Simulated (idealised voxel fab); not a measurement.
process module | voxel self aligned vias
cross-section cut | 190 nm wide | cells 5 nm
A cross-section is a grid of square cells, given in bands from the top down. A band is one or more rows of cells.
Each band's line starts with the height of the band's top and of its bottom, in nm. Then come its materials from left to right, each with its width in nm. One material with "throughout" fills the band from edge to edge. "air" is empty space.
Height 0 is the level under which the wafer as received is all one material. The lowest band goes on downwards, as in "0 down".
A width such as "30 to 40" changes by the same amount from each row of cells to the next, from the band's top row to its bottom row.
"no change" after a step means that no cell of the cross-section changed.
closed voids: empty space of 8 cells or more with no open way to the top, each as width x height at its distance from the left edge, in nm
after a step's settings: what the simulator itself notes on the step
overlay nm, on a step with a mask: how far to the right of its planned place the mask lay; to the left if negative
plan
1 op RECEIVE | material Si
2 op CONFORMAL_DEP | material SiO2 | thk nm 10
3 op CONFORMAL_DEP | material SiCN | thk nm 5
4 op DIRECTIONAL_DEP | material lowk | thk nm 20
5 op PATTERN | tone open | mask id LINES | material resist | width nm 20 | pitch nm 55 | thk nm 20 | overlay nm 0
6 op DIRECTIONAL_ETCH | etch materials lowk | depth nm 20
7 op STRIP | etch materials resist
8 op CONFORMAL_DEP | material TiN | thk nm 5
9 op FILL_DEP | material W | thk nm 10
10 op CMP | height nm 35
11 op SELECTIVE_ETCH | etch materials W Ru TiN | depth nm 10
12 op FILL_DEP | material SiN | thk nm 10
13 op CMP | height nm 35
14 op DIRECTIONAL_DEP | material lowk | thk nm 15
15 op DIRECTIONAL_DEP | material aC | thk nm 15
16 op PATTERN | tone open | mask id VIAS | material resist | width nm 30 | pitch nm 55 | thk nm 30 | overlay nm 0
17 op DIRECTIONAL_ETCH | etch materials aC | depth nm 15
18 op STRIP | etch materials resist
19 op DIRECTIONAL_ETCH | etch materials lowk | depth nm 15
20 op DIRECTIONAL_ETCH | etch materials SiN | depth nm 10
21 op STRIP | etch materials aC
22 op CONFORMAL_DEP | material TiN | thk nm 5
23 op FILL_DEP | material W | thk nm 10
24 op CMP | height nm 50
25 op CONFORMAL_DEP | material SiCN | thk nm 5
as received, after step 1
  0 down: Si throughout
  closed voids: none
first wafer at the end, as planned
  55 to 50: SiCN throughout
  50 to 40: lowk 25 | TiN 5 | W 20 | TiN 5 | lowk 25 | TiN 5 | W 20 | TiN 5 | lowk 25 | TiN 5 | W 20 | TiN 5 | lowk 25
  40 to 30: lowk 25 to 30 | TiN 10 to 5 | W 10 | TiN 10 to 5 | lowk 25 to 35 | TiN 10 to 5 | W 10 | TiN 10 to 5 | lowk 25 to 35 | TiN 10 to 5 | W 10 | TiN 10 to 5 | lowk 25 to 30
  30 to 25: lowk 30 | TiN 20 | lowk 35 | TiN 20 | lowk 35 | TiN 20 | lowk 30
  25 to 20: lowk 30 | TiN 5 | W 10 | TiN 5 | lowk 35 | TiN 5 | W 10 | TiN 5 | lowk 35 | TiN 5 | W 10 | TiN 5 | lowk 30
  20 to 15: lowk 30 | TiN 20 | lowk 35 | TiN 20 | lowk 35 | TiN 20 | lowk 30
  15 to 10: SiCN throughout
  10 to 0: SiO2 throughout
  0 down: Si throughout
  closed voids: none
second wafer at the end: like start, like plan, one mistake
  55 to 50: SiCN throughout
  50 to 40: lowk 30 | TiN 5 | W 20 | TiN 5 | lowk 25 | TiN 5 | W 20 | TiN 5 | lowk 25 | TiN 5 | W 20 | TiN 5 | lowk 20
  40 to 30: lowk 30 | TiN 5 | W 10 | TiN 15 to 5 | lowk 25 to 35 | TiN 5 | W 10 | TiN 15 to 5 | lowk 25 to 35 | TiN 5 | W 10 | TiN 15 to 5 | lowk 20 to 30
  30 to 25: lowk 30 | TiN 20 | lowk 35 | TiN 20 | lowk 35 | TiN 20 | lowk 30
  25 to 20: lowk 30 | TiN 5 | W 10 | TiN 5 | lowk 35 | TiN 5 | W 10 | TiN 5 | lowk 35 | TiN 5 | W 10 | TiN 5 | lowk 30
  20 to 15: lowk 30 | TiN 20 | lowk 35 | TiN 20 | lowk 35 | TiN 20 | lowk 30
  15 to 10: SiCN throughout
  10 to 0: SiO2 throughout
  0 down: Si throughout
  closed voids: none
what went wrong: step 16 ran as: op PATTERN | tone open | mask id VIAS | material resist | width nm 30 | pitch nm 55 | thk nm 30 | overlay nm 5
at the end the second wafer has, in cells: as many of each material as the first, in other places
